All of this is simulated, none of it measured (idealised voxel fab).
process module | voxel trench capacitor
cross-section cut | 270 nm wide | cells 5 nm
A cross-section is a grid of square cells, given in bands from the top down. A band is one or more rows of cells.
Each band's line starts with the height of the band's top and of its bottom, in nm. Then come its materials from left to right, each with its width in nm. One material with "throughout" fills the band from edge to edge. "air" is empty space.
Height 0 is the level under which the wafer as received is all one material. The lowest band goes on downwards, as in "0 down".
A width such as "30 to 40" changes by the same amount from each row of cells to the next, from the band's top row to its bottom row.
"no change" after a step means that no cell of the cross-section changed.
closed voids: empty space of 8 cells or more with no open way to the top, each as width x height at its distance from the left edge, in nm
after a step's settings: what the simulator itself notes on the step
overlay nm, on a step with a mask: how far to the right of its planned place the mask lay; to the left if negative
plan
1 op RECEIVE | material Si
2 op CONFORMAL_DEP | material SiN | thk nm 5
3 op PATTERN | tone open | mask id TRENCH | material resist | width nm 25 | pitch nm 50 | thk nm 20 | overlay nm 0
4 op DIRECTIONAL_ETCH | etch materials SiN | depth nm 5
5 op DIRECTIONAL_ETCH | etch materials Si | depth nm 40
6 op STRIP | etch materials resist
7 op CONFORMAL_DEP | material SiO2 | thk nm 5
8 op FILL_DEP | material polySi | thk nm 5
9 op CMP | height nm 5
as received, after step 1
  0 down: Si throughout
  closed voids: none
a wafer at the end: this start, this plan, one mistake
  5 to 0: SiN 70 | SiO2 5 | SiN 15 | SiO2 5 | SiN 25 | SiO2 5 | SiN 15 | SiO2 5 | SiN 25 | SiO2 5 | SiN 15 | SiO2 5 | SiN 75
  0 to -35: Si 70 | SiO2 5 | SiN 15 | SiO2 5 | Si 25 | SiO2 5 | SiN 15 | SiO2 5 | Si 25 | SiO2 5 | SiN 15 | SiO2 5 | Si 75
  -35 to -40: Si 70 | SiO2 25 | Si 25 | SiO2 25 | Si 25 | SiO2 25 | Si 75
  -40 down: Si throughout
  closed voids: none
what went wrong: step 8 ran as: op FILL_DEP | material SiN | thk nm 5
